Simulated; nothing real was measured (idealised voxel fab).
Name of the process module below: voxel double patterning
Section cut is 280 nm wide and gridded with 5 nm square cells.
The cross-sections in this document take the form of a grid made of square cells. They are written out as bands, in order from top to bottom. Each band consists of one or more rows of cells.
Quick guide to a band line: top height, bottom height (nm) up front; then every material left to right with its width in nm. Only one material and it's marked "throughout"? Then it fills the band edge to edge. And "air" just means empty space.
Heads up on the height convention: 0 is the point under which the incoming wafer is all one material, and the lowest band has no bottom, it just keeps going down, like "0..down".
Width: "30..40" (first number = top row, second number = bottom row, same change from row to row of cells).
What does "left unchanged" mean for a step? It means no cell of the cross-section changed in that step.
"Sealed-off cavities" means: voids of 8 cells or more that are shut off from the top with no open way through. Written width x height at distance, distance from the left edge, in nm.
It should be noted that, on the line of a given step, the content following the step's settings is a remark produced by the simulator itself with respect to that step.
overlay nm, on a step with a mask: how far to the right of its planned place the mask lay; to the left if negative
The process steps that were planned are listed below:
1: RECEIVE: material Si
2: CONFORMAL_DEP: material SiO2, thk nm 5
3: DIRECTIONAL_DEP: material TiN, thk nm 20
4: DIRECTIONAL_DEP: material SiCN, thk nm 5
5: PATTERN: tone open, mask id FIRST, material resist, width nm 15, pitch nm 50, thk nm 15, overlay nm 0
6: DIRECTIONAL_ETCH: etch materials SiCN, depth nm 5
7: STRIP: etch materials resist
8: PATTERN: tone open, mask id SECOND, material resist, width nm 15, thk nm 15, overlay nm 0
9: DIRECTIONAL_ETCH: etch materials SiCN, depth nm 5
10: STRIP: etch materials resist
11: DIRECTIONAL_ETCH: etch materials TiN, depth nm 20
12: STRIP: etch materials SiCN
As-received wafer cross-section (after step 1):
* 0..down = Si throughout
* Sealed-off cavities: none
Wafer cross-section at module end: first of two, run to plan:
* 25..5 = 105 of TiN, then 15 of air, then 10 of TiN, then 15 of air, then 10 of TiN, then 15 of air, then 110 of TiN
* 5..0 = SiO2 throughout
* 0..down = Si throughout
* Sealed-off cavities: none
Second wafer at the end: like start, like plan, one mistake:
* 25..20 = SiO2 throughout
* 20..0 = TiN throughout
* 0..down = Si throughout
* Sealed-off cavities: none
What was done differently from what was planned? steps 2 and 3 got flipped, so each one ran where the other should have
Counted in cells at the end, the second wafer holds more or fewer of these materials than the first: 36 more of TiN
